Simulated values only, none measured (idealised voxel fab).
The document below concerns the process module designated voxel self aligned vias.
Cross-section cut spans 275 nm and uses square cells 5 nm in size.
Cross-section, as written here: a square-cell grid given band by band from the top down, where a band holds one or more rows of cells. Top, bottom (nm), then materials left to right with widths (nm); lone material tagged "all across" fills the whole band edge to edge; "blank" = empty space. We count height from 0. Below that, the starting wafer is all one material. The lowest band never ends at the bottom but goes on down; see "0..down" for how that is written. A two-number width, for instance "30..40", indicates that the width is equal to the first number in the top row of the band and to the second number in the bottom row, and that it changes by a constant amount per row of cells. It should be understood that the words "changes: none", when stated for a given step, signify that the cross-section underwent no change in any of its cells during that step. Closed empty spaces (no open way to the top) of 8 cells or more are what "Closed void roster" lists, each as width x height at distance from the left edge, nm for all three. Step line, after settings: the simulator's comment on this step. overlay nm: for a step with a mask, the amount by which the mask lay right of where it was planned; a negative amount means left of it.

**List of planned process steps**
1) RECEIVE,material Si
2) CONFORMAL_DEP,material SiO2,thk nm 15
3) CONFORMAL_DEP,material SiCN,thk nm 5
4) DIRECTIONAL_DEP,material SiO2,thk nm 25
5) PATTERN,tone open,mask id LINES,material resist,width nm 25,pitch nm 75,thk nm 15,overlay nm 0
6) DIRECTIONAL_ETCH,etch materials SiO2,depth nm 25
7) STRIP,etch materials resist
8) CONFORMAL_DEP,material TiN,thk nm 5
9) FILL_DEP,material Ru,thk nm 10
10) CMP,height nm 45
11) SELECTIVE_ETCH,etch materials W Ru TiN,depth nm 10
12) FILL_DEP,material SiN,thk nm 5
13) CMP,height nm 45
14) DIRECTIONAL_DEP,material SiO2,thk nm 15
15) PATTERN,tone open,mask id VIAS,material resist,width nm 45,pitch nm 150,thk nm 20,overlay nm 0
16) DIRECTIONAL_ETCH,etch materials SiO2,depth nm 15
17) DIRECTIONAL_ETCH,etch materials SiN,depth nm 10
18) STRIP,etch materials resist
19) CONFORMAL_DEP,material TiN,thk nm 5
20) FILL_DEP,material W,thk nm 5
21) CMP,height nm 60
22) CONFORMAL_DEP,material SiN,thk nm 5

**So this is the incoming wafer in cross-section - it's already been through step 1**
> 0..down | Si all across
> Closed void roster: none

**Cross-section, first of two wafers, end of module, run as planned**
> 65..60 | SiN all across
> 60..50 | 40 nm SiO2, 5 nm TiN, 35 nm W, 5 nm TiN, 105 nm SiO2, 5 nm TiN, 35 nm W, 5 nm TiN, 40 nm SiO2
> 50..45 | 40 nm SiO2, 15 nm TiN, 15 nm W, 15 nm TiN, 105 nm SiO2, 15 nm TiN, 15 nm W, 15 nm TiN, 40 nm SiO2
> 45..40 | 50 nm SiO2, 5 nm TiN, 15 nm W, 5 nm TiN, 50 nm SiO2, 25 nm SiN, 50 nm SiO2, 5 nm TiN, 15 nm W, 5 nm TiN, 50 nm SiO2
> 40..35 | 50 nm SiO2, 25 nm TiN, 50 nm SiO2, 25 nm SiN, 50 nm SiO2, 25 nm TiN, 50 nm SiO2
> 35..25 | 50 nm SiO2, 5 nm TiN, 15 nm Ru, 5 nm TiN, 50 nm SiO2, 5 nm TiN, 15 nm Ru, 5 nm TiN, 50 nm SiO2, 5 nm TiN, 15 nm Ru, 5 nm TiN, 50 nm SiO2
> 25..20 | 50 nm SiO2, 25 nm TiN, 50 nm SiO2, 25 nm TiN, 50 nm SiO2, 25 nm TiN, 50 nm SiO2
> 20..15 | SiCN all across
> 15..0 | SiO2 all across
> 0..down | Si all across
> Closed void roster: none

**Cross-section of the latter of the two wafers at module completion. It had an identical start and an identical plan to the former; in running it, one mistake was made**
> 65..60 | SiN all across
> 60..45 | 40 nm SiO2, 5 nm TiN, 35 nm W, 5 nm TiN, 105 nm SiO2, 5 nm TiN, 35 nm W, 5 nm TiN, 40 nm SiO2
> 45..40 | 40 nm SiN, 15 nm TiN, 15 nm W, 15 nm TiN, 105 nm SiN, 15 nm TiN, 15 nm W, 15 nm TiN, 40 nm SiN
> 40..35 | 50 nm SiO2, 25 nm TiN, 50 nm SiO2, 25 nm SiN, 50 nm SiO2, 25 nm TiN, 50 nm SiO2
> 35..20 | 50 nm SiO2, 5 nm TiN, 15 nm Ru, 5 nm TiN, 50 nm SiO2, 5 nm TiN, 15 nm Ru, 5 nm TiN, 50 nm SiO2, 5 nm TiN, 15 nm Ru, 5 nm TiN, 50 nm SiO2
> 20..15 | 50 nm SiO2, 25 nm TiN, 50 nm SiO2, 25 nm TiN, 50 nm SiO2, 25 nm TiN, 50 nm SiO2
> 15..0 | SiO2 all across
> 0..down | Si all across
> Closed void roster: none
Deviation noted in wafer processing: step 3 of the plan was omitted and not executed
Upon completion, the second wafer contains, in terms of cells, a greater or smaller amount of certain materials than the first wafer: 9 more of Ru; 55 fewer of SiCN; 32 more of SiN; 6 more of TiN; 8 more of W
